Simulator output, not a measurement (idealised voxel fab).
Module name: voxel plated lines (process module)
FYI the section here is cut, 275 nm wide, cells are 5 nm squares.
Cross-section format: a grid of square cells, given as bands from top to bottom; each band is one or more rows of cells.
What a band's entry tells you: where the top is and where the bottom is, as heights in nm, and after that what lies inside, material by material from left to right, each with its width in nm. Empty space is written as the word "empty", and a single material marked with the word "throughout" occupies the band from edge to edge.
Height datum 0, below which the as-received substrate wafer is one material. Lowest band open at the bottom, running downward: "0..down".
Note: "30..40" means the width goes from the first number (top row of the band) to the second number (bottom row) in equal steps per row of cells.
"no alteration" after a step means that no cell of the cross-section changed.
The label "Tabulated closed voids" introduces a list of the empty spaces, 8 cells or larger, that have no open way up to the top; each entry in it reads width x height at distance, where the distance is taken from the left edge and all three are stated in nm.
It should be noted that, on the line of a given step, the content following the step's settings is a remark produced by the simulator itself with respect to that step.
You can add "overlay nm" to a step's line. For a step with a mask, it describes how far the mask lay to the right of its planned position, and a negative number describes a lay to the left.
Intended process steps:
1,RECEIVE,material Si
2,CONFORMAL_DEP,material Al2O3,thk nm 5
3,DIRECTIONAL_DEP,material TiN,thk nm 5
4,PATTERN,tone open,mask id LINES,material resist,width nm 30,pitch nm 45,thk nm 25,overlay nm 0
5,EPI,material Ru,thk nm 10
6,EPI,material Ru,thk nm 10
7,STRIP,etch materials resist
8,DIRECTIONAL_ETCH,etch materials TiN,depth nm 5
9,CONFORMAL_DEP,material SiO2,thk nm 5
Cross-section of the wafer as it came to us, i.e., already through step 1:
* 0..down | Si throughout
* Tabulated closed voids: none
Look at the cross-section after the module: the wafer started out the way shown above and the plan was the one shown above, yet one mistake was made along the way:
* 45..40 | 90 nm empty, then 95 nm SiO2, then 90 nm empty
* 40..30 | 90 nm empty, then 5..10 nm SiO2, then 40..30 nm Ru, then 5..15 nm SiO2, then 40..30 nm Ru, then 5..10 nm SiO2, then 90 nm empty
* 30..15 | 95 nm empty, then 5 nm SiO2, then 30 nm Ru, then 5 nm SiO2, then 5 nm empty, then 5 nm SiO2, then 30 nm Ru, then 5 nm SiO2, then 95 nm empty
* 15..10 | 90 nm empty, then 10 nm SiO2, then 30 nm Ru, then 15 nm SiO2, then 30 nm Ru, then 10 nm SiO2, then 90 nm empty
* 10..5 | 95 nm SiO2, then 40 nm TiN, then 5 nm SiO2, then 40 nm TiN, then 95 nm SiO2
* 5..0 | Al2O3 throughout
* 0..down | Si throughout
* Tabulated closed voids: none
Plan not followed: one of 5 and 6 ran twice, no way to know which since they are all identical
